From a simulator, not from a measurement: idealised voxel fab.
process module | voxel double patterning
cross-section cut | 260 nm wide | cells 5 nm
A cross-section is a grid of square cells, given in bands from the top down. A band is one or more rows of cells.
Each band's line starts with the height of the band's top and of its bottom, in nm. Then come its materials from left to right, each with its width in nm. One material with "throughout" fills the band from edge to edge. "air" is empty space.
Height 0 is the level under which the wafer as received is all one material. The lowest band goes on downwards, as in "0 down".
A width such as "30 to 40" changes by the same amount from each row of cells to the next, from the band's top row to its bottom row.
"no change" after a step means that no cell of the cross-section changed.
closed voids: empty space of 8 cells or more with no open way to the top, each as width x height at its distance from the left edge, in nm
after a step's settings: what the simulator itself notes on the step
overlay nm, on a step with a mask: how far to the right of its planned place the mask lay; to the left if negative
Each pair below shows a cross-section before one step and the cross-section after it, down to the lowest band that changed. The line under each pair gives the step between them, with its settings. The pairs can come from different runs of this module on the same starting wafer, so a pair continues from the pair above only where its "before" says so.
before
  0 down: Si throughout
  closed voids: none
after
  5 to 0: SiN throughout
  below 0: unchanged
  closed voids: none
the step between: op CONFORMAL_DEP | material SiN | thk nm 5
before: the cross-section after the pair above
after
  20 to 5: SiO2 throughout
  below 5: unchanged
  closed voids: none
the step between: op DIRECTIONAL_DEP | material SiO2 | thk nm 15
before: the cross-section after the pair above
after
  30 to 20: SiCN throughout
  below 20: unchanged
  closed voids: none
the step between: op DIRECTIONAL_DEP | material SiCN | thk nm 10
before: the cross-section after the pair above
after
  30 to 20: SiCN 70 | air 15 | SiCN 35 | air 15 | SiCN 35 | air 15 | SiCN 75
  below 20: unchanged
  closed voids: none
the step between: op MASKED_ETCH | tone open | mask id FIRST | width nm 15 | pitch nm 50 | etch materials SiCN | depth nm 10 | overlay nm 0
before: the cross-section after the pair above
after
  45 to 35: aC 70 | air 15 | aC 35 | air 15 | aC 35 | air 15 | aC 75
  35 to 30: aC throughout
  30 to 20: SiCN 70 | aC 15 | SiCN 35 | aC 15 | SiCN 35 | aC 15 | SiCN 75
  below 20: unchanged
  closed voids: none
the step between: op DIRECTIONAL_DEP | material aC | thk nm 15
before: the cross-section after the pair above
after
  80 to 45: resist 95 | air 15 | resist 35 | air 15 | resist 100
  45 to 35: aC 70 | resist 15 | aC 35 | resist 15 | aC 35 | resist 15 | aC 75
  below 35: unchanged
  closed voids: none
the step between: op PATTERN | tone open | mask id SECOND | material resist | width nm 15 | pitch nm 50 | thk nm 35 | overlay nm 0
before: the cross-section after the pair above
after
  65 to 45: resist 95 | air 15 | resist 35 | air 15 | resist 100
  45 to 35: aC 70 | resist 15 | aC 10 | air 15 | aC 10 | resist 15 | aC 10 | air 15 | aC 10 | resist 15 | aC 75
  35 to 30: aC 95 | air 15 | aC 35 | air 15 | aC 100
  below 30: unchanged
  closed voids: none
the step between: op DIRECTIONAL_ETCH | etch materials aC | depth nm 15
before: the cross-section after the pair above
after
  45 to 35: aC 70 | air 15 | aC 10 | air 15 | aC 10 | air 15 | aC 10 | air 15 | aC 10 | air 15 | aC 75
  below 35: unchanged
  closed voids: none
the step between: op STRIP | etch materials resist
before: the cross-section after the pair above
after
  45 to 35: aC 70 | air 15 | aC 10 | air 15 | aC 10 | air 15 | aC 10 | air 15 | aC 10 | air 15 | aC 75
  35 to 30: aC 95 | air 15 | aC 35 | air 15 | aC 100
  30 to 20: SiCN 70 | aC 15 | SiCN 10 | air 15 | SiCN 10 | aC 15 | SiCN 10 | air 15 | SiCN 10 | aC 15 | SiCN 75
  below 20: unchanged
  closed voids: none
the step between: op DIRECTIONAL_ETCH | etch materials SiCN | depth nm 10
before: the cross-section after the pair above
after
  30 to 20: SiCN 70 | air 15 | SiCN 10 | air 15 | SiCN 10 | air 15 | SiCN 10 | air 15 | SiCN 10 | air 15 | SiCN 75
  below 20: unchanged
  closed voids: none
the step between: op STRIP | etch materials aC
before: the cross-section after the pair above
after
  30 to 20: SiCN 70 | air 15 | SiCN 10 | air 15 | SiCN 10 | air 15 | SiCN 10 | air 15 | SiCN 10 | air 15 | SiCN 75
  20 to 5: SiO2 70 | air 15 | SiO2 10 | air 15 | SiO2 10 | air 15 | SiO2 10 | air 15 | SiO2 10 | air 15 | SiO2 75
  below 5: unchanged
  closed voids: none
the step between: op DIRECTIONAL_ETCH | etch materials SiO2 | depth nm 15
before: the cross-section after the pair above
after
  20 to 5: SiO2 70 | air 15 | SiO2 10 | air 15 | SiO2 10 | air 15 | SiO2 10 | air 15 | SiO2 10 | air 15 | SiO2 75
  below 5: unchanged
  closed voids: none
the step between: op STRIP | etch materials SiCN
before
  0 down: Si throughout
  closed voids: none
after
  15 to 0: SiO2 throughout
  below 0: unchanged
  closed voids: none
the step between: op DIRECTIONAL_DEP | material SiO2 | thk nm 15
before: the cross-section after the pair above
after
  25 to 15: SiCN throughout
  below 15: unchanged
  closed voids: none
the step between: op DIRECTIONAL_DEP | material SiCN | thk nm 10
before: the cross-section after the pair above
after
  25 to 15: SiCN 70 | air 15 | SiCN 35 | air 15 | SiCN 35 | air 15 | SiCN 75
  below 15: unchanged
  closed voids: none
the step between: op MASKED_ETCH | tone open | mask id FIRST | width nm 15 | pitch nm 50 | etch materials SiCN | depth nm 10 | overlay nm 0
before: the cross-section after the pair above
after
  40 to 30: aC 70 | air 15 | aC 35 | air 15 | aC 35 | air 15 | aC 75
  30 to 25: aC throughout
  25 to 15: SiCN 70 | aC 15 | SiCN 35 | aC 15 | SiCN 35 | aC 15 | SiCN 75
  below 15: unchanged
  closed voids: none
the step between: op DIRECTIONAL_DEP | material aC | thk nm 15
before: the cross-section after the pair above
after
  75 to 40: resist 95 | air 15 | resist 35 | air 15 | resist 100
  40 to 30: aC 70 | resist 15 | aC 35 | resist 15 | aC 35 | resist 15 | aC 75
  below 30: unchanged
  closed voids: none
the step between: op PATTERN | tone open | mask id SECOND | material resist | width nm 15 | pitch nm 50 | thk nm 35 | overlay nm 0
before: the cross-section after the pair above
after
  60 to 40: resist 95 | air 15 | resist 35 | air 15 | resist 100
  40 to 30: aC 70 | resist 15 | aC 10 | air 15 | aC 10 | resist 15 | aC 10 | air 15 | aC 10 | resist 15 | aC 75
  30 to 25: aC 95 | air 15 | aC 35 | air 15 | aC 100
  below 25: unchanged
  closed voids: none
the step between: op DIRECTIONAL_ETCH | etch materials aC | depth nm 15
before: the cross-section after the pair above
after
  40 to 30: aC 70 | air 15 | aC 10 | air 15 | aC 10 | air 15 | aC 10 | air 15 | aC 10 | air 15 | aC 75
  below 30: unchanged
  closed voids: none
the step between: op STRIP | etch materials resist
before: the cross-section after the pair above
after
  40 to 30: aC 70 | air 15 | aC 10 | air 15 | aC 10 | air 15 | aC 10 | air 15 | aC 10 | air 15 | aC 75
  30 to 25: aC 95 | air 15 | aC 35 | air 15 | aC 100
  25 to 15: SiCN 70 | aC 15 | SiCN 10 | air 15 | SiCN 10 | aC 15 | SiCN 10 | air 15 | SiCN 10 | aC 15 | SiCN 75
  below 15: unchanged
  closed voids: none
the step between: op DIRECTIONAL_ETCH | etch materials SiCN | depth nm 10
before: the cross-section after the pair above
after
  25 to 15: SiCN 70 | air 15 | SiCN 10 | air 15 | SiCN 10 | air 15 | SiCN 10 | air 15 | SiCN 10 | air 15 | SiCN 75
  below 15: unchanged
  closed voids: none
the step between: op STRIP | etch materials aC
before: the cross-section after the pair above
after
  25 to 15: SiCN 70 | air 15 | SiCN 10 | air 15 | SiCN 10 | air 15 | SiCN 10 | air 15 | SiCN 10 | air 15 | SiCN 75
  15 to 0: SiO2 70 | air 15 | SiO2 10 | air 15 | SiO2 10 | air 15 | SiO2 10 | air 15 | SiO2 10 | air 15 | SiO2 75
  below 0: unchanged
  closed voids: none
the step between: op DIRECTIONAL_ETCH | etch materials SiO2 | depth nm 15
before: the cross-section after the pair above
after
  15 to 0: SiO2 70 | air 15 | SiO2 10 | air 15 | SiO2 10 | air 15 | SiO2 10 | air 15 | SiO2 10 | air 15 | SiO2 75
  below 0: unchanged
  closed voids: none
the step between: op STRIP | etch materials SiCN
before
  20 to 5: SiO2 throughout
  5 to 0: SiN throughout
  0 down: Si throughout
  closed voids: none
after
  35 to 5: SiO2 throughout
  below 5: unchanged
  closed voids: none
the step between: op DIRECTIONAL_DEP | material SiO2 | thk nm 15
before: the cross-section after the pair above
after
  45 to 35: SiCN throughout
  below 35: unchanged
  closed voids: none
the step between: op DIRECTIONAL_DEP | material SiCN | thk nm 10
before: the cross-section after the pair above
after
  45 to 35: SiCN 70 | air 15 | SiCN 35 | air 15 | SiCN 35 | air 15 | SiCN 75
  below 35: unchanged
  closed voids: none
the step between: op MASKED_ETCH | tone open | mask id FIRST | width nm 15 | pitch nm 50 | etch materials SiCN | depth nm 10 | overlay nm 0
before: the cross-section after the pair above
after
  60 to 50: aC 70 | air 15 | aC 35 | air 15 | aC 35 | air 15 | aC 75
  50 to 45: aC throughout
  45 to 35: SiCN 70 | aC 15 | SiCN 35 | aC 15 | SiCN 35 | aC 15 | SiCN 75
  below 35: unchanged
  closed voids: none
the step between: op DIRECTIONAL_DEP | material aC | thk nm 15
before: the cross-section after the pair above
after
  95 to 60: resist 95 | air 15 | resist 35 | air 15 | resist 100
  60 to 50: aC 70 | resist 15 | aC 35 | resist 15 | aC 35 | resist 15 | aC 75
  below 50: unchanged
  closed voids: none
the step between: op PATTERN | tone open | mask id SECOND | material resist | width nm 15 | pitch nm 50 | thk nm 35 | overlay nm 0
before: the cross-section after the pair above
after
  80 to 60: resist 95 | air 15 | resist 35 | air 15 | resist 100
  60 to 50: aC 70 | resist 15 | aC 10 | air 15 | aC 10 | resist 15 | aC 10 | air 15 | aC 10 | resist 15 | aC 75
  50 to 45: aC 95 | air 15 | aC 35 | air 15 | aC 100
  below 45: unchanged
  closed voids: none
the step between: op DIRECTIONAL_ETCH | etch materials aC | depth nm 15
before: the cross-section after the pair above
after
  60 to 50: aC 70 | air 15 | aC 10 | air 15 | aC 10 | air 15 | aC 10 | air 15 | aC 10 | air 15 | aC 75
  below 50: unchanged
  closed voids: none
the step between: op STRIP | etch materials resist
before: the cross-section after the pair above
after
  60 to 50: aC 70 | air 15 | aC 10 | air 15 | aC 10 | air 15 | aC 10 | air 15 | aC 10 | air 15 | aC 75
  50 to 45: aC 95 | air 15 | aC 35 | air 15 | aC 100
  45 to 35: SiCN 70 | aC 15 | SiCN 10 | air 15 | SiCN 10 | aC 15 | SiCN 10 | air 15 | SiCN 10 | aC 15 | SiCN 75
  below 35: unchanged
  closed voids: none
the step between: op DIRECTIONAL_ETCH | etch materials SiCN | depth nm 10
before: the cross-section after the pair above
after
  45 to 35: SiCN 70 | air 15 | SiCN 10 | air 15 | SiCN 10 | air 15 | SiCN 10 | air 15 | SiCN 10 | air 15 | SiCN 75
  below 35: unchanged
  closed voids: none
the step between: op STRIP | etch materials aC
before: the cross-section after the pair above
after
  45 to 35: SiCN 70 | air 15 | SiCN 10 | air 15 | SiCN 10 | air 15 | SiCN 10 | air 15 | SiCN 10 | air 15 | SiCN 75
  35 to 20: SiO2 70 | air 15 | SiO2 10 | air 15 | SiO2 10 | air 15 | SiO2 10 | air 15 | SiO2 10 | air 15 | SiO2 75
  below 20: unchanged
  closed voids: none
the step between: op DIRECTIONAL_ETCH | etch materials SiO2 | depth nm 15
before: the cross-section after the pair above
after
  35 to 20: SiO2 70 | air 15 | SiO2 10 | air 15 | SiO2 10 | air 15 | SiO2 10 | air 15 | SiO2 10 | air 15 | SiO2 75
  below 20: unchanged
  closed voids: none
the step between: op STRIP | etch materials SiCN
before
  15 to 0: SiO2 throughout
  0 down: Si throughout
  closed voids: none
after
  20 to 15: SiN throughout
  below 15: unchanged
  closed voids: none
the step between: op CONFORMAL_DEP | material SiN | thk nm 5
before: the cross-section after the pair above
after
  30 to 20: SiCN throughout
  below 20: unchanged
  closed voids: none
the step between: op DIRECTIONAL_DEP | material SiCN | thk nm 10
before: the cross-section after the pair above
after
  30 to 20: SiCN 70 | air 15 | SiCN 35 | air 15 | SiCN 35 | air 15 | SiCN 75
  below 20: unchanged
  closed voids: none
the step between: op MASKED_ETCH | tone open | mask id FIRST | width nm 15 | pitch nm 50 | etch materials SiCN | depth nm 10 | overlay nm 0
before: the cross-section after the pair above
after
  45 to 35: aC 70 | air 15 | aC 35 | air 15 | aC 35 | air 15 | aC 75
  35 to 30: aC throughout
  30 to 20: SiCN 70 | aC 15 | SiCN 35 | aC 15 | SiCN 35 | aC 15 | SiCN 75
  below 20: unchanged
  closed voids: none
the step between: op DIRECTIONAL_DEP | material aC | thk nm 15
before: the cross-section after the pair above
after
  80 to 45: resist 95 | air 15 | resist 35 | air 15 | resist 100
  45 to 35: aC 70 | resist 15 | aC 35 | resist 15 | aC 35 | resist 15 | aC 75
  below 35: unchanged
  closed voids: none
the step between: op PATTERN | tone open | mask id SECOND | material resist | width nm 15 | pitch nm 50 | thk nm 35 | overlay nm 0
before: the cross-section after the pair above
after
  65 to 45: resist 95 | air 15 | resist 35 | air 15 | resist 100
  45 to 35: aC 70 | resist 15 | aC 10 | air 15 | aC 10 | resist 15 | aC 10 | air 15 | aC 10 | resist 15 | aC 75
  35 to 30: aC 95 | air 15 | aC 35 | air 15 | aC 100
  below 30: unchanged
  closed voids: none
the step between: op DIRECTIONAL_ETCH | etch materials aC | depth nm 15
before: the cross-section after the pair above
after
  45 to 35: aC 70 | air 15 | aC 10 | air 15 | aC 10 | air 15 | aC 10 | air 15 | aC 10 | air 15 | aC 75
  below 35: unchanged
  closed voids: none
the step between: op STRIP | etch materials resist
before: the cross-section after the pair above
after
  45 to 35: aC 70 | air 15 | aC 10 | air 15 | aC 10 | air 15 | aC 10 | air 15 | aC 10 | air 15 | aC 75
  35 to 30: aC 95 | air 15 | aC 35 | air 15 | aC 100
  30 to 20: SiCN 70 | aC 15 | SiCN 10 | air 15 | SiCN 10 | aC 15 | SiCN 10 | air 15 | SiCN 10 | aC 15 | SiCN 75
  below 20: unchanged
  closed voids: none
the step between: op DIRECTIONAL_ETCH | etch materials SiCN | depth nm 10
before: the cross-section after the pair above
after
  30 to 20: SiCN 70 | air 15 | SiCN 10 | air 15 | SiCN 10 | air 15 | SiCN 10 | air 15 | SiCN 10 | air 15 | SiCN 75
  below 20: unchanged
  closed voids: none
the step between: op STRIP | etch materials aC
before: the cross-section after the pair above
after
  20 to 15: SiN throughout
  below 15: unchanged
  closed voids: none
the step between: op STRIP | etch materials SiCN
before
  30 to 20: SiCN 70 | air 15 | SiCN 10 | air 15 | SiCN 10 | air 15 | SiCN 10 | air 15 | SiCN 10 | air 15 | SiCN 75
  20 to 5: SiO2 throughout
  5 to 0: SiN throughout
  0 down: Si throughout
  closed voids: none
after
  30 to 20: SiCN 70 | air 15 | SiCN 10 | air 15 | SiCN 10 | air 15 | SiCN 10 | air 15 | SiCN 10 | air 15 | SiCN 75
  20 to 15: SiO2 70 | air 15 | SiO2 10 | air 15 | SiO2 10 | air 15 | SiO2 10 | air 15 | SiO2 10 | air 15 | SiO2 75
  below 15: unchanged
  closed voids: none
the step between: op DIRECTIONAL_ETCH | etch materials SiO2 | depth nm 5
before: the cross-section after the pair above
after
  20 to 15: SiO2 70 | air 15 | SiO2 10 | air 15 | SiO2 10 | air 15 | SiO2 10 | air 15 | SiO2 10 | air 15 | SiO2 75
  below 15: unchanged
  closed voids: none
the step between: op STRIP | etch materials SiCN
before
  30 to 20: SiCN throughout
  20 to 5: SiO2 throughout
  5 to 0: SiN throughout
  0 down: Si throughout
  closed voids: none
after
  30 to 20: SiCN 70 | air 20 | SiCN 30 | air 20 | SiCN 30 | air 20 | SiCN 70
  below 20: unchanged
  closed voids: none
the step between: op MASKED_ETCH | tone open | mask id FIRST | width nm 20 | pitch nm 50 | etch materials SiCN | depth nm 10 | overlay nm 0
before: the cross-section after the pair above
after
  45 to 35: aC 70 | air 20 | aC 30 | air 20 | aC 30 | air 20 | aC 70
  35 to 30: aC throughout
  30 to 20: SiCN 70 | aC 20 | SiCN 30 | aC 20 | SiCN 30 | aC 20 | SiCN 70
  below 20: unchanged
  closed voids: none
the step between: op DIRECTIONAL_DEP | material aC | thk nm 15
before: the cross-section after the pair above
after
  80 to 45: resist 95 | air 15 | resist 35 | air 15 | resist 100
  45 to 35: aC 70 | resist 20 | aC 30 | resist 20 | aC 30 | resist 20 | aC 70
  below 35: unchanged
  closed voids: none
the step between: op PATTERN | tone open | mask id SECOND | material resist | width nm 15 | pitch nm 50 | thk nm 35 | overlay nm 0
before: the cross-section after the pair above
after
  65 to 45: resist 95 | air 15 | resist 35 | air 15 | resist 100
  45 to 35: aC 70 | resist 20 | aC 5 | air 15 | aC 10 | resist 20 | aC 5 | air 15 | aC 10 | resist 20 | aC 70
  35 to 30: aC 95 | air 15 | aC 35 | air 15 | aC 100
  below 30: unchanged
  closed voids: none
the step between: op DIRECTIONAL_ETCH | etch materials aC | depth nm 15
before: the cross-section after the pair above
after
  45 to 35: aC 70 | air 20 | aC 5 | air 15 | aC 10 | air 20 | aC 5 | air 15 | aC 10 | air 20 | aC 70
  below 35: unchanged
  closed voids: none
the step between: op STRIP | etch materials resist
before: the cross-section after the pair above
after
  45 to 35: aC 70 | air 20 | aC 5 | air 15 | aC 10 | air 20 | aC 5 | air 15 | aC 10 | air 20 | aC 70
  35 to 30: aC 95 | air 15 | aC 35 | air 15 | aC 100
  30 to 20: SiCN 70 | aC 20 | SiCN 5 | air 15 | SiCN 10 | aC 20 | SiCN 5 | air 15 | SiCN 10 | aC 20 | SiCN 70
  below 20: unchanged
  closed voids: none
the step between: op DIRECTIONAL_ETCH | etch materials SiCN | depth nm 10
before: the cross-section after the pair above
after
  30 to 20: SiCN 70 | air 20 | SiCN 5 | air 15 | SiCN 10 | air 20 | SiCN 5 | air 15 | SiCN 10 | air 20 | SiCN 70
  below 20: unchanged
  closed voids: none
the step between: op STRIP | etch materials aC
before: the cross-section after the pair above
after
  30 to 20: SiCN 70 | air 20 | SiCN 5 | air 15 | SiCN 10 | air 20 | SiCN 5 | air 15 | SiCN 10 | air 20 | SiCN 70
  20 to 5: SiO2 70 | air 20 | SiO2 5 | air 15 | SiO2 10 | air 20 | SiO2 5 | air 15 | SiO2 10 | air 20 | SiO2 70
  below 5: unchanged
  closed voids: none
the step between: op DIRECTIONAL_ETCH | etch materials SiO2 | depth nm 15
before: the cross-section after the pair above
after
  20 to 5: SiO2 70 | air 20 | SiO2 5 | air 15 | SiO2 10 | air 20 | SiO2 5 | air 15 | SiO2 10 | air 20 | SiO2 70
  below 5: unchanged
  closed voids: none
the step between: op STRIP | etch materials SiCN
before
  45 to 35: aC 70 | air 15 | aC 35 | air 15 | aC 35 | air 15 | aC 75
  35 to 30: aC throughout
  30 to 20: SiCN 70 | aC 15 | SiCN 35 | aC 15 | SiCN 35 | aC 15 | SiCN 75
  20 to 5: SiO2 throughout
  5 to 0: SiN throughout
  0 down: Si throughout
  closed voids: none
after
  80 to 45: resist 85 | air 15 | resist 35 | air 15 | resist 110
  45 to 35: aC 70 | resist 15 | aC 35 | resist 15 | aC 35 | resist 15 | aC 75
  below 35: unchanged
  closed voids: none
the step between: op PATTERN | tone open | mask id SECOND | material resist | width nm 15 | pitch nm 50 | thk nm 35 | overlay nm -10
before: the cross-section after the pair above
after
  65 to 45: resist 85 | air 15 | resist 35 | air 15 | resist 110
  45 to 35: aC 70 | resist 15 | air 15 | aC 20 | resist 15 | air 15 | aC 20 | resist 15 | aC 75
  35 to 30: aC 85 | air 15 | aC 35 | air 15 | aC 110
  below 30: unchanged
  closed voids: none
the step between: op DIRECTIONAL_ETCH | etch materials aC | depth nm 15
before: the cross-section after the pair above
after
  45 to 35: aC 70 | air 30 | aC 20 | air 30 | aC 20 | air 15 | aC 75
  below 35: unchanged
  closed voids: none
the step between: op STRIP | etch materials resist
before: the cross-section after the pair above
after
  45 to 35: aC 70 | air 30 | aC 20 | air 30 | aC 20 | air 15 | aC 75
  35 to 30: aC 85 | air 15 | aC 35 | air 15 | aC 110
  30 to 20: SiCN 70 | aC 15 | air 15 | SiCN 20 | aC 15 | air 15 | SiCN 20 | aC 15 | SiCN 75
  below 20: unchanged
  closed voids: none
the step between: op DIRECTIONAL_ETCH | etch materials SiCN | depth nm 10
before: the cross-section after the pair above
after
  30 to 20: SiCN 70 | air 30 | SiCN 20 | air 30 | SiCN 20 | air 15 | SiCN 75
  below 20: unchanged
  closed voids: none
the step between: op STRIP | etch materials aC
before: the cross-section after the pair above
after
  30 to 20: SiCN 70 | air 30 | SiCN 20 | air 30 | SiCN 20 | air 15 | SiCN 75
  20 to 5: SiO2 70 | air 30 | SiO2 20 | air 30 | SiO2 20 | air 15 | SiO2 75
  below 5: unchanged
  closed voids: none
the step between: op DIRECTIONAL_ETCH | etch materials SiO2 | depth nm 15
before: the cross-section after the pair above
after
  20 to 5: SiO2 70 | air 30 | SiO2 20 | air 30 | SiO2 20 | air 15 | SiO2 75
  below 5: unchanged
  closed voids: none
the step between: op STRIP | etch materials SiCN
before
  5 to 0: SiN throughout
  0 down: Si throughout
  closed voids: none
after
  20 to 0: SiN throughout
  below 0: unchanged
  closed voids: none
the step between: op DIRECTIONAL_DEP | material SiN | thk nm 15
before: the cross-section after the pair above
after
  30 to 20: SiCN throughout
  below 20: unchanged
  closed voids: none
the step between: op DIRECTIONAL_DEP | material SiCN | thk nm 10
before: the cross-section after the pair above
after
  30 to 20: SiCN 70 | air 15 | SiCN 35 | air 15 | SiCN 35 | air 15 | SiCN 75
  below 20: unchanged
  closed voids: none
the step between: op MASKED_ETCH | tone open | mask id FIRST | width nm 15 | pitch nm 50 | etch materials SiCN | depth nm 10 | overlay nm 0
before: the cross-section after the pair above
after
  45 to 35: aC 70 | air 15 | aC 35 | air 15 | aC 35 | air 15 | aC 75
  35 to 30: aC throughout
  30 to 20: SiCN 70 | aC 15 | SiCN 35 | aC 15 | SiCN 35 | aC 15 | SiCN 75
  below 20: unchanged
  closed voids: none
the step between: op DIRECTIONAL_DEP | material aC | thk nm 15
before: the cross-section after the pair above
after
  80 to 45: resist 95 | air 15 | resist 35 | air 15 | resist 100
  45 to 35: aC 70 | resist 15 | aC 35 | resist 15 | aC 35 | resist 15 | aC 75
  below 35: unchanged
  closed voids: none
the step between: op PATTERN | tone open | mask id SECOND | material resist | width nm 15 | pitch nm 50 | thk nm 35 | overlay nm 0
before: the cross-section after the pair above
after
  65 to 45: resist 95 | air 15 | resist 35 | air 15 | resist 100
  45 to 35: aC 70 | resist 15 | aC 10 | air 15 | aC 10 | resist 15 | aC 10 | air 15 | aC 10 | resist 15 | aC 75
  35 to 30: aC 95 | air 15 | aC 35 | air 15 | aC 100
  below 30: unchanged
  closed voids: none
the step between: op DIRECTIONAL_ETCH | etch materials aC | depth nm 15
before: the cross-section after the pair above
after
  45 to 35: aC 70 | air 15 | aC 10 | air 15 | aC 10 | air 15 | aC 10 | air 15 | aC 10 | air 15 | aC 75
  below 35: unchanged
  closed voids: none
the step between: op STRIP | etch materials resist
before: the cross-section after the pair above
after
  45 to 35: aC 70 | air 15 | aC 10 | air 15 | aC 10 | air 15 | aC 10 | air 15 | aC 10 | air 15 | aC 75
  35 to 30: aC 95 | air 15 | aC 35 | air 15 | aC 100
  30 to 20: SiCN 70 | aC 15 | SiCN 10 | air 15 | SiCN 10 | aC 15 | SiCN 10 | air 15 | SiCN 10 | aC 15 | SiCN 75
  below 20: unchanged
  closed voids: none
the step between: op DIRECTIONAL_ETCH | etch materials SiCN | depth nm 10
before: the cross-section after the pair above
after
  30 to 20: SiCN 70 | air 15 | SiCN 10 | air 15 | SiCN 10 | air 15 | SiCN 10 | air 15 | SiCN 10 | air 15 | SiCN 75
  below 20: unchanged
  closed voids: none
the step between: op STRIP | etch materials aC
before: the cross-section after the pair above
after
  20 to 0: SiN throughout
  below 0: unchanged
  closed voids: none
the step between: op STRIP | etch materials SiCN
before
  30 to 20: SiCN throughout
  20 to 5: SiO2 throughout
  5 to 0: SiN throughout
  0 down: Si throughout
  closed voids: none
after
  30 to 20: air 70 | SiCN 15 | air 35 | SiCN 15 | air 35 | SiCN 15 | air 75
  below 20: unchanged
  closed voids: none
the step between: op MASKED_ETCH | tone cover | mask id FIRST | width nm 15 | pitch nm 50 | etch materials SiCN | depth nm 10 | overlay nm 0
before: the cross-section after the pair above
after
  45 to 35: air 70 | aC 15 | air 35 | aC 15 | air 35 | aC 15 | air 75
  35 to 30: aC throughout
  30 to 20: aC 70 | SiCN 15 | aC 35 | SiCN 15 | aC 35 | SiCN 15 | aC 75
  below 20: unchanged
  closed voids: none
the step between: op DIRECTIONAL_DEP | material aC | thk nm 15
before: the cross-section after the pair above
after
  80 to 45: resist 95 | air 15 | resist 35 | air 15 | resist 100
  45 to 35: resist 70 | aC 15 | resist 10 | air 15 | resist 10 | aC 15 | resist 10 | air 15 | resist 10 | aC 15 | resist 75
  below 35: unchanged
  closed voids: none
the step between: op PATTERN | tone open | mask id SECOND | material resist | width nm 15 | pitch nm 50 | thk nm 35 | overlay nm 0
before: the cross-section after the pair above
after
  65 to 45: resist 95 | air 15 | resist 35 | air 15 | resist 100
  45 to 35: resist 70 | aC 15 | resist 10 | air 15 | resist 10 | aC 15 | resist 10 | air 15 | resist 10 | aC 15 | resist 75
  35 to 30: aC 95 | air 15 | aC 35 | air 15 | aC 100
  30 to 20: aC 70 | SiCN 15 | aC 10 | air 15 | aC 10 | SiCN 15 | aC 10 | air 15 | aC 10 | SiCN 15 | aC 75
  below 20: unchanged
  closed voids: none
the step between: op DIRECTIONAL_ETCH | etch materials aC | depth nm 15
before: the cross-section after the pair above
after
  45 to 35: air 70 | aC 15 | air 35 | aC 15 | air 35 | aC 15 | air 75
  below 35: unchanged
  closed voids: none
the step between: op STRIP | etch materials resist
before: the cross-section after the pair above
after
  30 to 20: air 70 | SiCN 15 | air 35 | SiCN 15 | air 35 | SiCN 15 | air 75
  below 20: unchanged
  closed voids: none
the step between: op STRIP | etch materials aC
before: the cross-section after the pair above
after
  30 to 20: air 70 | SiCN 15 | air 35 | SiCN 15 | air 35 | SiCN 15 | air 75
  20 to 5: air 70 | SiO2 15 | air 35 | SiO2 15 | air 35 | SiO2 15 | air 75
  below 5: unchanged
  closed voids: none
the step between: op DIRECTIONAL_ETCH | etch materials SiO2 | depth nm 15
before: the cross-section after the pair above
after
  20 to 5: air 70 | SiO2 15 | air 35 | SiO2 15 | air 35 | SiO2 15 | air 75
  below 5: unchanged
  closed voids: none
the step between: op STRIP | etch materials SiCN
